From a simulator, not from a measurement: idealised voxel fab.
Title: Process Module voxel transistor to metal
285 nm wide, 5 nm square cells: that's cross-section cut.
Cross-section spec: square-cell grid; bands listed top down; each band is one or more rows.
For a band, the entry starts with two heights in nm, that of the top and then that of the bottom, and carries on with the band's materials in order from left to right, each alongside its width in nm; the word "throughout" beside a single material means it fills the band edge to edge, and "air" means empty space.
Convention: height 0 is the level below which the wafer, as received, is all one material. The lowest band does not terminate at the bottom but continues downward, represented as "z 0 and below".
With a width like "30..40", each row of cells in the band differs from the next by the same amount, the top row carrying the first number and the bottom row the second.
Step marked "everything unchanged"? Then no cell in the cross-section changed in it.
Entry "Sealed internal cavities". Content: empty spaces with no open connection to the top, size 8 cells or greater. Each: width x height at distance. Distance: from left edge. Unit: nm.
Read whatever lies past the settings on a step's line as the simulator's own remark about the step.
"overlay nm" answers the question of how far to the right of plan the mask lay on a step that has a mask, and when it is negative the answer is to the left.
Each of the pairs that make up the rest of this document says: here is the cross-section before one process step, here is the cross-section after it, drawn only down to the lowest band that changed, and here, under the pair, is the step lying between them with its settings. Different pairs may come from different runs of this module on the same starting wafer, so a pair continues from the pair above it only where its entry headed "Prior to step" says so.

PRIOR TO STEP
    z 85 to 60  SiO2 30 nm, then Ru 20 nm, then SiO2 50 nm, then Ru 20 nm, then SiO2 45 nm, then Ru 20 nm, then SiO2 50 nm, then Ru 20 nm, then SiO2 30 nm
    z 60 to 55  SiO2 30 nm, then TiN 20 nm, then SiO2 50 nm, then TiN 20 nm, then SiO2 45 nm, then TiN 20 nm, then SiO2 50 nm, then TiN 20 nm, then SiO2 30 nm
    z 55 to 45  SiO2 35 nm, then TiN 5 nm, then W 15 nm, then TiN 5 nm, then SiO2 35 nm, then TiN 5 nm, then W 15 nm, then TiN 5 nm, then SiO2 50 nm, then TiN 5 nm, then W 15 nm, then TiN 5 nm, then SiO2 35 nm, then TiN 5 nm, then W 15 nm, then TiN 5 nm, then SiO2 30 nm
    z 45 to 40  SiO2 35 nm, then TiN 5 nm, then W 5 nm, then TiN 15 nm, then SiO2 35 nm, then TiN 10 nm, then W 10 nm, then TiN 5 nm, then SiO2 50 nm, then TiN 5 nm, then W 5 nm, then TiN 15 nm, then SiO2 35 nm, then TiN 10 nm, then W 10 nm, then TiN 5 nm, then SiO2 30 nm
    z 40 to 30  SiO2 35 nm, then TiN 5 nm, then W 5 nm, then TiN 5 nm, then SiN 10 nm, then SiO2 5 nm, then SiCN 20 nm, then SiO2 5 nm, then SiN 10 nm, then TiN 5 nm, then W 10 nm, then TiN 5 nm, then SiO2 50 nm, then TiN 5 nm, then W 5 nm, then TiN 5 nm, then SiN 10 nm, then SiO2 5 nm, then SiCN 20 nm, then SiO2 5 nm, then SiN 10 nm, then TiN 5 nm, then W 10 nm, then TiN 5 nm, then SiO2 30 nm
    z 30 to 5  SiO2 35 nm, then TiN 5 nm, then W 5 nm, then TiN 5 nm, then SiN 10 nm, then SiO2 5 nm, then polySi 20 nm, then SiO2 5 nm, then SiN 10 nm, then TiN 5 nm, then W 10 nm, then TiN 5 nm, then SiO2 50 nm, then TiN 5 nm, then W 5 nm, then TiN 5 nm, then SiN 10 nm, then SiO2 5 nm, then polySi 20 nm, then SiO2 5 nm, then SiN 10 nm, then TiN 5 nm, then W 10 nm, then TiN 5 nm, then SiO2 30 nm
    z 5 to 0  SiO2 20 nm, then SiN 10 nm, then SiO2 5 nm, then TiN 15 nm, then SiN 10 nm, then SiO2 5 nm, then polySi 20 nm, then SiO2 5 nm, then SiN 10 nm, then TiN 20 nm, then SiN 10 nm, then SiO2 25 nm, then SiN 10 nm, then SiO2 5 nm, then TiN 15 nm, then SiN 10 nm, then SiO2 5 nm, then polySi 20 nm, then SiO2 5 nm, then SiN 10 nm, then TiN 20 nm, then SiN 10 nm, then SiO2 20 nm
    z 0 to -5  SiO2 30 nm, then SiGe 20 nm, then SiO2 50 nm, then SiGe 20 nm, then SiO2 45 nm, then SiGe 20 nm, then SiO2 50 nm, then SiGe 20 nm, then SiO2 30 nm
    z -5 to -25  SiO2 20 nm, then Si 110 nm, then SiO2 25 nm, then Si 110 nm, then SiO2 20 nm
    z -25 and below  Si throughout
    Sealed internal cavities: none

POST-STEP CROSS-SECTION
    z 90 to 85  SiCN throughout
    Below 85 it's all the same as before, nothing changed down there.
    Sealed internal cavities: none
The before and after cross-sections above are linked by CONFORMAL_DEP with material SiCN, thk nm 5

PRIOR TO STEP
    z 40 to 35  air 65 nm, then SiCN 20 nm, then air 115 nm, then SiCN 20 nm, then air 65 nm
    z 35 to 30  polySi 15 nm, then air 50 nm, then SiCN 20 nm, then air 50 nm, then polySi 15 nm, then air 50 nm, then SiCN 20 nm, then air 50 nm, then polySi 15 nm
    z 30 to 5  polySi throughout
    z 5 to 0  SiO2 15 nm, then polySi 120 nm, then SiO2 15 nm, then polySi 120 nm, then SiO2 15 nm
    z 0 to -5  SiO2 throughout
    z -5 to -25  SiO2 20 nm, then Si 110 nm, then SiO2 25 nm, then Si 110 nm, then SiO2 20 nm
    z -25 and below  Si throughout
    Sealed internal cavities: none

POST-STEP CROSS-SECTION
    z 40 to 30  air 65 nm, then SiCN 20 nm, then air 115 nm, then SiCN 20 nm, then air 65 nm
    z 30 to 5  air 60 nm, then polySi 25 nm, then air 110 nm, then polySi 25 nm, then air 65 nm
    z 5 to 0  SiO2 15 nm, then air 45 nm, then polySi 25 nm, then air 50 nm, then SiO2 15 nm, then air 45 nm, then polySi 25 nm, then air 50 nm, then SiO2 15 nm
    Below 0 it's all the same as before, nothing changed down there.
    Sealed internal cavities: none
The before and after cross-sections above are linked by MASKED_ETCH with tone cover, mask id GATE, width nm 20, pitch nm 135, etch materials polySi, depth nm 40, overlay nm -5

Prior to step: The structure entering this step is exactly what the pair just above shows after its step.

POST-STEP CROSS-SECTION
    z 45 to 40  air 60 nm, then SiO2 30 nm, then air 105 nm, then SiO2 30 nm, then air 60 nm
    z 40 to 30  air 60..55 nm, then SiO2 5..10 nm, then SiCN 20 nm, then SiO2 5 nm, then air 105..100 nm, then SiO2 5..10 nm, then SiCN 20 nm, then SiO2 5 nm, then air 60 nm
    z 30 to 10  air 55 nm, then SiO2 5 nm, then polySi 25 nm, then SiO2 5 nm, then air 100 nm, then SiO2 5 nm, then polySi 25 nm, then SiO2 5 nm, then air 60 nm
    z 10 to 5  SiO2 20 nm, then air 35 nm, then SiO2 5 nm, then polySi 25 nm, then SiO2 5 nm, then air 40 nm, then SiO2 25 nm, then air 35 nm, then SiO2 5 nm, then polySi 25 nm, then SiO2 5 nm, then air 40 nm, then SiO2 20 nm
    z 5 to 0  SiO2 60 nm, then polySi 25 nm, then SiO2 110 nm, then polySi 25 nm, then SiO2 65 nm
    Below 0 it's all the same as before, nothing changed down there.
    Sealed internal cavities: none
The before and after cross-sections above are linked by CONFORMAL_DEP with material SiO2, thk nm 5

Prior to step: The structure entering this step is exactly what the pair just above shows after its step.

POST-STEP CROSS-SECTION
    z 40 to 30  air 60 nm, then SiO2 5 nm, then SiCN 20 nm, then SiO2 5 nm, then air 105 nm, then SiO2 5 nm, then SiCN 20 nm, then SiO2 5 nm, then air 60 nm
    z 30 to 5  air 55 nm, then SiO2 5 nm, then polySi 25 nm, then SiO2 5 nm, then air 100 nm, then SiO2 5 nm, then polySi 25 nm, then SiO2 5 nm, then air 60 nm
    z 5 to 0  SiO2 20 nm, then air 35 nm, then SiO2 5 nm, then polySi 25 nm, then SiO2 5 nm, then air 40 nm, then SiO2 25 nm, then air 35 nm, then SiO2 5 nm, then polySi 25 nm, then SiO2 5 nm, then air 40 nm, then SiO2 20 nm
    Below 0 it's all the same as before, nothing changed down there.
    Sealed internal cavities: none
The before and after cross-sections above are linked by DIRECTIONAL_ETCH with etch materials SiO2, depth nm 5

Prior to step: The structure entering this step is exactly what the pair just above shows after its step.

POST-STEP CROSS-SECTION
    z 50 to 40  air 50 nm, then SiN 50 nm, then air 85 nm, then SiN 50 nm, then air 50 nm
    z 40 to 30  air 45 nm, then SiN 15 nm, then SiO2 5 nm, then SiCN 20 nm, then SiO2 5 nm, then SiN 10 nm, then air 80 nm, then SiN 15 nm, then SiO2 5 nm, then SiCN 20 nm, then SiO2 5 nm, then SiN 10 nm, then air 50 nm
    z 30 to 15  air 45 nm, then SiN 10 nm, then SiO2 5 nm, then polySi 25 nm, then SiO2 5 nm, then SiN 10 nm, then air 80 nm, then SiN 10 nm, then SiO2 5 nm, then polySi 25 nm, then SiO2 5 nm, then SiN 10 nm, then air 50 nm
    z 15 to 10  SiN 30 nm, then air 15 nm, then SiN 10 nm, then SiO2 5 nm, then polySi 25 nm, then SiO2 5 nm, then SiN 10 nm, then air 20 nm, then SiN 45 nm, then air 15 nm, then SiN 10 nm, then SiO2 5 nm, then polySi 25 nm, then SiO2 5 nm, then SiN 10 nm, then air 20 nm, then SiN 30 nm
    z 10 to 5  SiN 55 nm, then SiO2 5 nm, then polySi 25 nm, then SiO2 5 nm, then SiN 100 nm, then SiO2 5 nm, then polySi 25 nm, then SiO2 5 nm, then SiN 60 nm
    z 5 to 0  SiO2 20 nm, then SiN 35 nm, then SiO2 5 nm, then polySi 25 nm, then SiO2 5 nm, then SiN 40 nm, then SiO2 25 nm, then SiN 35 nm, then SiO2 5 nm, then polySi 25 nm, then SiO2 5 nm, then SiN 40 nm, then SiO2 20 nm
    Below 0 it's all the same as before, nothing changed down there.
    Sealed internal cavities: none
The before and after cross-sections above are linked by CONFORMAL_DEP with material SiN, thk nm 10

Prior to step: The structure entering this step is exactly what the pair just above shows after its step.

POST-STEP CROSS-SECTION
    z 40 to 30  air 50 nm, then SiN 10 nm, then SiO2 5 nm, then SiCN 20 nm, then SiO2 5 nm, then SiN 10 nm, then air 85 nm, then SiN 10 nm, then SiO2 5 nm, then SiCN 20 nm, then SiO2 5 nm, then SiN 10 nm, then air 50 nm
    z 30 to 5  air 45 nm, then SiN 10 nm, then SiO2 5 nm, then polySi 25 nm, then SiO2 5 nm, then SiN 10 nm, then air 80 nm, then SiN 10 nm, then SiO2 5 nm, then polySi 25 nm, then SiO2 5 nm, then SiN 10 nm, then air 50 nm
    z 5 to 0  SiO2 20 nm, then SiN 10 nm, then air 15 nm, then SiN 10 nm, then SiO2 5 nm, then polySi 25 nm, then SiO2 5 nm, then SiN 10 nm, then air 20 nm, then SiN 10 nm, then SiO2 25 nm, then SiN 10 nm, then air 15 nm, then SiN 10 nm, then SiO2 5 nm, then polySi 25 nm, then SiO2 5 nm, then SiN 10 nm, then air 20 nm, then SiN 10 nm, then SiO2 20 nm
    Below 0 it's all the same as before, nothing changed down there.
    Sealed internal cavities: none
The before and after cross-sections above are linked by DIRECTIONAL_ETCH with etch materials SiN, depth nm 10

Prior to step: The structure entering this step is exactly what the pair just above shows after its step.

POST-STEP CROSS-SECTION
    z 40 to 35  air 50 nm, then SiN 10 nm, then air 5 nm, then SiCN 20 nm, then air 5 nm, then SiN 10 nm, then air 85 nm, then SiN 10 nm, then air 5 nm, then SiCN 20 nm, then air 5 nm, then SiN 10 nm, then air 50 nm
    z 35 to 30  air 50 nm, then SiN 10 nm, then SiO2 5 nm, then SiCN 20 nm, then SiO2 5 nm, then SiN 10 nm, then air 85 nm, then SiN 10 nm, then SiO2 5 nm, then SiCN 20 nm, then SiO2 5 nm, then SiN 10 nm, then air 50 nm
    z 30 to 5  air 45 nm, then SiN 10 nm, then SiO2 5 nm, then polySi 25 nm, then SiO2 5 nm, then SiN 10 nm, then air 80 nm, then SiN 10 nm, then SiO2 5 nm, then polySi 25 nm, then SiO2 5 nm, then SiN 10 nm, then air 50 nm
    z 5 to 0  air 20 nm, then SiN 10 nm, then air 15 nm, then SiN 10 nm, then SiO2 5 nm, then polySi 25 nm, then SiO2 5 nm, then SiN 10 nm, then air 20 nm, then SiN 10 nm, then air 25 nm, then SiN 10 nm, then air 15 nm, then SiN 10 nm, then SiO2 5 nm, then polySi 25 nm, then SiO2 5 nm, then SiN 10 nm, then air 20 nm, then SiN 10 nm, then air 20 nm
    z 0 to -5  SiO2 30 nm, then air 15 nm, then SiO2 55 nm, then air 20 nm, then SiO2 45 nm, then air 15 nm, then SiO2 55 nm, then air 20 nm, then SiO2 30 nm
    Below -5 it's all the same as before, nothing changed down there.
    Sealed internal cavities: none
The before and after cross-sections above are linked by DIRECTIONAL_ETCH with etch materials SiO2, depth nm 5

Prior to step: The structure entering this step is exactly what the pair just above shows after its step.

POST-STEP CROSS-SECTION
    z 40 to 35  air 50 nm, then SiN 10 nm, then air 5 nm, then SiCN 20 nm, then air 5 nm, then SiN 10 nm, then air 85 nm, then SiN 10 nm, then air 5 nm, then SiCN 20 nm, then air 5 nm, then SiN 10 nm, then air 50 nm
    z 35 to 30  air 50 nm, then SiN 10 nm, then SiO2 5 nm, then SiCN 20 nm, then SiO2 5 nm, then SiN 10 nm, then air 85 nm, then SiN 10 nm, then SiO2 5 nm, then SiCN 20 nm, then SiO2 5 nm, then SiN 10 nm, then air 50 nm
    z 30 to 5  air 45 nm, then SiN 10 nm, then SiO2 5 nm, then polySi 25 nm, then SiO2 5 nm, then SiN 10 nm, then air 80 nm, then SiN 10 nm, then SiO2 5 nm, then polySi 25 nm, then SiO2 5 nm, then SiN 10 nm, then air 50 nm
    z 5 to 0  air 20 nm, then SiN 10 nm, then air 15 nm, then SiN 10 nm, then SiO2 5 nm, then polySi 25 nm, then SiO2 5 nm, then SiN 10 nm, then air 20 nm, then SiN 10 nm, then air 25 nm, then SiN 10 nm, then air 15 nm, then SiN 10 nm, then SiO2 5 nm, then polySi 25 nm, then SiO2 5 nm, then SiN 10 nm, then air 20 nm, then SiN 10 nm, then air 20 nm
    z 0 to -5  SiO2 30 nm, then SiGe 15 nm, then SiO2 55 nm, then SiGe 20 nm, then SiO2 45 nm, then SiGe 15 nm, then SiO2 55 nm, then SiGe 20 nm, then SiO2 30 nm
    Below -5 it's all the same as before, nothing changed down there.
    Sealed internal cavities: none
The before and after cross-sections above are linked by EPI with material SiGe, thk nm 5

Prior to step: The structure entering this step is exactly what the pair just above shows after its step.

POST-STEP CROSS-SECTION
    z 45 to 40  SiO2 throughout
    z 40 to 30  SiO2 50 nm, then SiN 10 nm, then SiO2 5 nm, then SiCN 20 nm, then SiO2 5 nm, then SiN 10 nm, then SiO2 85 nm, then SiN 10 nm, then SiO2 5 nm, then SiCN 20 nm, then SiO2 5 nm, then SiN 10 nm, then SiO2 50 nm
    z 30 to 5  SiO2 45 nm, then SiN 10 nm, then SiO2 5 nm, then polySi 25 nm, then SiO2 5 nm, then SiN 10 nm, then SiO2 80 nm, then SiN 10 nm, then SiO2 5 nm, then polySi 25 nm, then SiO2 5 nm, then SiN 10 nm, then SiO2 50 nm
    z 5 to 0  SiO2 20 nm, then SiN 10 nm, then SiO2 15 nm, then SiN 10 nm, then SiO2 5 nm, then polySi 25 nm, then SiO2 5 nm, then SiN 10 nm, then SiO2 20 nm, then SiN 10 nm, then SiO2 25 nm, then SiN 10 nm, then SiO2 15 nm, then SiN 10 nm, then SiO2 5 nm, then polySi 25 nm, then SiO2 5 nm, then SiN 10 nm, then SiO2 20 nm, then SiN 10 nm, then SiO2 20 nm
    Below 0 it's all the same as before, nothing changed down there.
    Sealed internal cavities: none
The before and after cross-sections above are linked by FILL_DEP with material SiO2, thk nm 5

Prior to step: The structure entering this step is exactly what the pair just above shows after its step.

POST-STEP CROSS-SECTION
    z 40 to 30  SiO2 50 nm, then SiN 10 nm, then SiO2 5 nm, then SiCN 20 nm, then SiO2 5 nm, then SiN 10 nm, then SiO2 85 nm, then SiN 10 nm, then SiO2 5 nm, then SiCN 20 nm, then SiO2 5 nm, then SiN 10 nm, then SiO2 50 nm
    Below 30 it's all the same as before, nothing changed down there.
    Sealed internal cavities: none
The before and after cross-sections above are linked by CMP with height nm 40

Prior to step: The structure entering this step is exactly what the pair just above shows after its step.

POST-STEP CROSS-SECTION
    z 55 to 40  SiO2 throughout
    Below 40 it's all the same as before, nothing changed down there.
    Sealed internal cavities: none
The before and after cross-sections above are linked by DIRECTIONAL_DEP with material SiO2, thk nm 15

Prior to step: The structure entering this step is exactly what the pair just above shows after its step.

POST-STEP CROSS-SECTION
    z 75 to 55  resist 30 nm, then air 30 nm, then resist 30 nm, then air 30 nm, then resist 45 nm, then air 30 nm, then resist 30 nm, then air 30 nm, then resist 30 nm
    Below 55 it's all the same as before, nothing changed down there.
    Sealed internal cavities: none
The before and after cross-sections above are linked by PATTERN with tone open, mask id CONTACT, material resist, width nm 30, thk nm 20, overlay nm 0

Prior to step: The structure entering this step is exactly what the pair just above shows after its step.

POST-STEP CROSS-SECTION
    z 75 to 55  resist 30 nm, then air 30 nm, then resist 30 nm, then air 30 nm, then resist 45 nm, then air 30 nm, then resist 30 nm, then air 30 nm, then resist 30 nm
    z 55 to 40  SiO2 30 nm, then air 30 nm, then SiO2 30 nm, then air 30 nm, then SiO2 45 nm, then air 30 nm, then SiO2 30 nm, then air 30 nm, then SiO2 30 nm
    z 40 to 30  SiO2 30 nm, then air 20 nm, then SiN 10 nm, then SiO2 5 nm, then SiCN 20 nm, then SiO2 5 nm, then SiN 10 nm, then air 20 nm, then SiO2 45 nm, then air 20 nm, then SiN 10 nm, then SiO2 5 nm, then SiCN 20 nm, then SiO2 5 nm, then SiN 10 nm, then air 20 nm, then SiO2 30 nm
    z 30 to 5  SiO2 30 nm, then air 15 nm, then SiN 10 nm, then SiO2 5 nm, then polySi 25 nm, then SiO2 5 nm, then SiN 10 nm, then air 20 nm, then SiO2 45 nm, then air 15 nm, then SiN 10 nm, then SiO2 5 nm, then polySi 25 nm, then SiO2 5 nm, then SiN 10 nm, then air 20 nm, then SiO2 30 nm
    z 5 to 0  SiO2 20 nm, then SiN 10 nm, then air 15 nm, then SiN 10 nm, then SiO2 5 nm, then polySi 25 nm, then SiO2 5 nm, then SiN 10 nm, then air 20 nm, then SiN 10 nm, then SiO2 25 nm, then SiN 10 nm, then air 15 nm, then SiN 10 nm, then SiO2 5 nm, then polySi 25 nm, then SiO2 5 nm, then SiN 10 nm, then air 20 nm, then SiN 10 nm, then SiO2 20 nm
    Below 0 it's all the same as before, nothing changed down there.
    Sealed internal cavities: none
The before and after cross-sections above are linked by DIRECTIONAL_ETCH with etch materials SiO2, depth nm 55

Prior to step: The structure entering this step is exactly what the pair just above shows after its step.

POST-STEP CROSS-SECTION
    z 55 to 40  SiO2 30 nm, then air 30 nm, then SiO2 30 nm, then air 30 nm, then SiO2 45 nm, then air 30 nm, then SiO2 30 nm, then air 30 nm, then SiO2 30 nm
    Below 40 it's all the same as before, nothing changed down there.
    Sealed internal cavities: none
The before and after cross-sections above are linked by STRIP with etch materials resist

Prior to step: The structure entering this step is exactly what the pair just above shows after its step.

POST-STEP CROSS-SECTION
    z 60 to 55  TiN 35 nm, then air 20 nm, then TiN 40 nm, then air 20 nm, then TiN 55 nm, then air 20 nm, then TiN 40 nm, then air 20 nm, then TiN 35 nm
    z 55 to 45  SiO2 30 nm, then TiN 5 nm, then air 20 nm, then TiN 5 nm, then SiO2 30 nm, then TiN 5 nm, then air 20 nm, then TiN 5 nm, then SiO2 45 nm, then TiN 5 nm, then air 20 nm, then TiN 5 nm, then SiO2 30 nm, then TiN 5 nm, then air 20 nm, then TiN 5 nm, then SiO2 30 nm
    z 45 to 40  SiO2 30 nm, then TiN 5 nm, then air 10 nm, then TiN 15 nm, then SiO2 30 nm, then TiN 15 nm, then air 10 nm, then TiN 5 nm, then SiO2 45 nm, then TiN 5 nm, then air 10 nm, then TiN 15 nm, then SiO2 30 nm, then TiN 15 nm, then air 10 nm, then TiN 5 nm, then SiO2 30 nm
    z 40 to 30  SiO2 30 nm, then TiN 5 nm, then air 10..5 nm, then TiN 5..10 nm, then SiN 10 nm, then SiO2 5 nm, then SiCN 20 nm, then SiO2 5 nm, then SiN 10 nm, then TiN 5 nm, then air 10 nm, then TiN 5 nm, then SiO2 45 nm, then TiN 5 nm, then air 10..5 nm, then TiN 5..10 nm, then SiN 10 nm, then SiO2 5 nm, then SiCN 20 nm, then SiO2 5 nm, then SiN 10 nm, then TiN 5 nm, then air 10 nm, then TiN 5 nm, then SiO2 30 nm
    z 30 to 5  SiO2 30 nm, then TiN 5 nm, then air 5 nm, then TiN 5 nm, then SiN 10 nm, then SiO2 5 nm, then polySi 25 nm, then SiO2 5 nm, then SiN 10 nm, then TiN 5 nm, then air 10 nm, then TiN 5 nm, then SiO2 45 nm, then TiN 5 nm, then air 5 nm, then TiN 5 nm, then SiN 10 nm, then SiO2 5 nm, then polySi 25 nm, then SiO2 5 nm, then SiN 10 nm, then TiN 5 nm, then air 10 nm, then TiN 5 nm, then SiO2 30 nm
    z 5 to 0  SiO2 20 nm, then SiN 10 nm, then TiN 15 nm, then SiN 10 nm, then SiO2 5 nm, then polySi 25 nm, then SiO2 5 nm, then SiN 10 nm, then TiN 20 nm, then SiN 10 nm, then SiO2 25 nm, then SiN 10 nm, then TiN 15 nm, then SiN 10 nm, then SiO2 5 nm, then polySi 25 nm, then SiO2 5 nm, then SiN 10 nm, then TiN 20 nm, then SiN 10 nm, then SiO2 20 nm
    Below 0 it's all the same as before, nothing changed down there.
    Sealed internal cavities: none
The before and after cross-sections above are linked by CONFORMAL_DEP with material TiN, thk nm 5

Prior to step: The structure entering this step is exactly what the pair just above shows after its step.

POST-STEP CROSS-SECTION
    z 65 to 60  W throughout
    z 60 to 55  TiN 35 nm, then W 20 nm, then TiN 40 nm, then W 20 nm, then TiN 55 nm, then W 20 nm, then TiN 40 nm, then W 20 nm, then TiN 35 nm
    z 55 to 45  SiO2 30 nm, then TiN 5 nm, then W 20 nm, then TiN 5 nm, then SiO2 30 nm, then TiN 5 nm, then W 20 nm, then TiN 5 nm, then SiO2 45 nm, then TiN 5 nm, then W 20 nm, then TiN 5 nm, then SiO2 30 nm, then TiN 5 nm, then W 20 nm, then TiN 5 nm, then SiO2 30 nm
    z 45 to 40  SiO2 30 nm, then TiN 5 nm, then W 10 nm, then TiN 15 nm, then SiO2 30 nm, then TiN 15 nm, then W 10 nm, then TiN 5 nm, then SiO2 45 nm, then TiN 5 nm, then W 10 nm, then TiN 15 nm, then SiO2 30 nm, then TiN 15 nm, then W 10 nm, then TiN 5 nm, then SiO2 30 nm
    z 40 to 30  SiO2 30 nm, then TiN 5 nm, then W 10..5 nm, then TiN 5..10 nm, then SiN 10 nm, then SiO2 5 nm, then SiCN 20 nm, then SiO2 5 nm, then SiN 10 nm, then TiN 5 nm, then W 10 nm, then TiN 5 nm, then SiO2 45 nm, then TiN 5 nm, then W 10..5 nm, then TiN 5..10 nm, then SiN 10 nm, then SiO2 5 nm, then SiCN 20 nm, then SiO2 5 nm, then SiN 10 nm, then TiN 5 nm, then W 10 nm, then TiN 5 nm, then SiO2 30 nm
    z 30 to 5  SiO2 30 nm, then TiN 5 nm, then W 5 nm, then TiN 5 nm, then SiN 10 nm, then SiO2 5 nm, then polySi 25 nm, then SiO2 5 nm, then SiN 10 nm, then TiN 5 nm, then W 10 nm, then TiN 5 nm, then SiO2 45 nm, then TiN 5 nm, then W 5 nm, then TiN 5 nm, then SiN 10 nm, then SiO2 5 nm, then polySi 25 nm, then SiO2 5 nm, then SiN 10 nm, then TiN 5 nm, then W 10 nm, then TiN 5 nm, then SiO2 30 nm
    Below 5 it's all the same as before, nothing changed down there.
    Sealed internal cavities: none
The before and after cross-sections above are linked by FILL_DEP with material W, thk nm 5

Prior to step: The structure entering this step is exactly what the pair just above shows after its step.

POST-STEP CROSS-SECTION
    z 55 to 45  SiO2 30 nm, then TiN 5 nm, then W 20 nm, then TiN 5 nm, then SiO2 30 nm, then TiN 5 nm, then W 20 nm, then TiN 5 nm, then SiO2 45 nm, then TiN 5 nm, then W 20 nm, then TiN 5 nm, then SiO2 30 nm, then TiN 5 nm, then W 20 nm, then TiN 5 nm, then SiO2 30 nm
    Below 45 it's all the same as before, nothing changed down there.
    Sealed internal cavities: none
The before and after cross-sections above are linked by CMP with height nm 55

Prior to step: The structure entering this step is exactly what the pair just above shows after its step.

POST-STEP CROSS-SECTION
    z 60 to 55  TiN throughout
    Below 55 it's all the same as before, nothing changed down there.
    Sealed internal cavities: none
The before and after cross-sections above are linked by DIRECTIONAL_DEP with material TiN, thk nm 5

Prior to step: The structure entering this step is exactly what the pair just above shows after its step.

POST-STEP CROSS-SECTION
    z 85 to 60  Ru throughout
    Below 60 it's all the same as before, nothing changed down there.
    Sealed internal cavities: none
The before and after cross-sections above are linked by DIRECTIONAL_DEP with material Ru, thk nm 25

Prior to step: The structure entering this step is exactly what the pair just above shows after its step.

POST-STEP CROSS-SECTION
    z 100 to 85  air 30 nm, then resist 20 nm, then air 50 nm, then resist 20 nm, then air 45 nm, then resist 20 nm, then air 50 nm, then resist 20 nm, then air 30 nm
    Below 85 it's all the same as before, nothing changed down there.
    Sealed internal cavities: none
The before and after cross-sections above are linked by PATTERN with tone cover, mask id METAL_1, material resist, width nm 20, thk nm 15, overlay nm 0

Prior to step: The structure entering this step is exactly what the pair just above shows after its step.

POST-STEP CROSS-SECTION
    z 100 to 85  air 30 nm, then resist 20 nm, then air 50 nm, then resist 20 nm, then air 45 nm, then resist 20 nm, then air 50 nm, then resist 20 nm, then air 30 nm
    z 85 to 60  air 30 nm, then Ru 20 nm, then air 50 nm, then Ru 20 nm, then air 45 nm, then Ru 20 nm, then air 50 nm, then Ru 20 nm, then air 30 nm
    Below 60 it's all the same as before, nothing changed down there.
    Sealed internal cavities: none
The before and after cross-sections above are linked by DIRECTIONAL_ETCH with etch materials Ru, depth nm 25

Prior to step: The structure entering this step is exactly what the pair just above shows after its step.

POST-STEP CROSS-SECTION
    z 100 to 85  air 30 nm, then resist 20 nm, then air 50 nm, then resist 20 nm, then air 45 nm, then resist 20 nm, then air 50 nm, then resist 20 nm, then air 30 nm
    z 85 to 60  air 30 nm, then Ru 20 nm, then air 50 nm, then Ru 20 nm, then air 45 nm, then Ru 20 nm, then air 50 nm, then Ru 20 nm, then air 30 nm
    z 60 to 55  air 30 nm, then TiN 20 nm, then air 50 nm, then TiN 20 nm, then air 45 nm, then TiN 20 nm, then air 50 nm, then TiN 20 nm, then air 30 nm
    Below 55 it's all the same as before, nothing changed down there.
    Sealed internal cavities: none
The before and after cross-sections above are linked by DIRECTIONAL_ETCH with etch materials TiN, depth nm 5

Prior to step: The structure entering this step is exactly what the pair just above shows after its step.

POST-STEP CROSS-SECTION
    z 85 to 60  air 30 nm, then Ru 20 nm, then air 50 nm, then Ru 20 nm, then air 45 nm, then Ru 20 nm, then air 50 nm, then Ru 20 nm, then air 30 nm
    Below 60 it's all the same as before, nothing changed down there.
    Sealed internal cavities: none
The before and after cross-sections above are linked by STRIP with etch materials resist

Prior to step: The structure entering this step is exactly what the pair just above shows after its step.

POST-STEP CROSS-SECTION
    z 90 to 85  SiO2 throughout
    z 85 to 60  SiO2 30 nm, then Ru 20 nm, then SiO2 50 nm, then Ru 20 nm, then SiO2 45 nm, then Ru 20 nm, then SiO2 50 nm, then Ru 20 nm, then SiO2 30 nm
    z 60 to 55  SiO2 30 nm, then TiN 20 nm, then SiO2 50 nm, then TiN 20 nm, then SiO2 45 nm, then TiN 20 nm, then SiO2 50 nm, then TiN 20 nm, then SiO2 30 nm
    Below 55 it's all the same as before, nothing changed down there.
    Sealed internal cavities: none
The before and after cross-sections above are linked by FILL_DEP with material SiO2, thk nm 5

Prior to step: The structure entering this step is exactly what the pair just above shows after its step.

POST-STEP CROSS-SECTION
    z 85 to 60  SiO2 30 nm, then Ru 20 nm, then SiO2 50 nm, then Ru 20 nm, then SiO2 45 nm, then Ru 20 nm, then SiO2 50 nm, then Ru 20 nm, then SiO2 30 nm
    Below 60 it's all the same as before, nothing changed down there.
    Sealed internal cavities: none
The before and after cross-sections above are linked by CMP with height nm 85

Prior to step: The structure entering this step is exactly what the pair just above shows after its step.

POST-STEP CROSS-SECTION
    z 90 to 85  SiCN throughout
    Below 85 it's all the same as before, nothing changed down there.
    Sealed internal cavities: none
The before and after cross-sections above are linked by CONFORMAL_DEP with material SiCN, thk nm 5

PRIOR TO STEP
    z 40 to 30  SiO2 50 nm, then SiN 10 nm, then SiO2 5 nm, then SiCN 20 nm, then SiO2 5 nm, then SiN 10 nm, then SiO2 85 nm, then SiN 10 nm, then SiO2 5 nm, then SiCN 20 nm, then SiO2 5 nm, then SiN 10 nm, then SiO2 50 nm
    z 30 to 5  SiO2 50 nm, then SiN 10 nm, then SiO2 5 nm, then polySi 20 nm, then SiO2 5 nm, then SiN 10 nm, then SiO2 85 nm, then SiN 10 nm, then SiO2 5 nm, then polySi 20 nm, then SiO2 5 nm, then SiN 10 nm, then SiO2 50 nm
    z 5 to 0  SiO2 20 nm, then SiN 10 nm, then SiO2 20 nm, then SiN 10 nm, then SiO2 5 nm, then polySi 20 nm, then SiO2 5 nm, then SiN 10 nm, then SiO2 20 nm, then SiN 10 nm, then SiO2 25 nm, then SiN 10 nm, then SiO2 20 nm, then SiN 10 nm, then SiO2 5 nm, then polySi 20 nm, then SiO2 5 nm, then SiN 10 nm, then SiO2 20 nm, then SiN 10 nm, then SiO2 20 nm
    z 0 to -5  SiO2 30 nm, then SiGe 20 nm, then SiO2 50 nm, then SiGe 20 nm, then SiO2 45 nm, then SiGe 20 nm, then SiO2 50 nm, then SiGe 20 nm, then SiO2 30 nm
    z -5 to -25  SiO2 20 nm, then Si 110 nm, then SiO2 25 nm, then Si 110 nm, then SiO2 20 nm
    z -25 and below  Si throughout
    Sealed internal cavities: none

POST-STEP CROSS-SECTION
    z 55 to 40  SiN throughout
    Below 40 it's all the same as before, nothing changed down there.
    Sealed internal cavities: none
The before and after cross-sections above are linked by DIRECTIONAL_DEP with material SiN, thk nm 15

Prior to step: The structure entering this step is exactly what the pair just above shows after its step.

POST-STEP CROSS-SECTION
    z 75 to 55  resist 30 nm, then air 30 nm, then resist 30 nm, then air 30 nm, then resist 45 nm, then air 30 nm, then resist 30 nm, then air 30 nm, then resist 30 nm
    Below 55 it's all the same as before, nothing changed down there.
    Sealed internal cavities: none
The before and after cross-sections above are linked by PATTERN with tone open, mask id CONTACT, material resist, width nm 30, thk nm 20, overlay nm 0
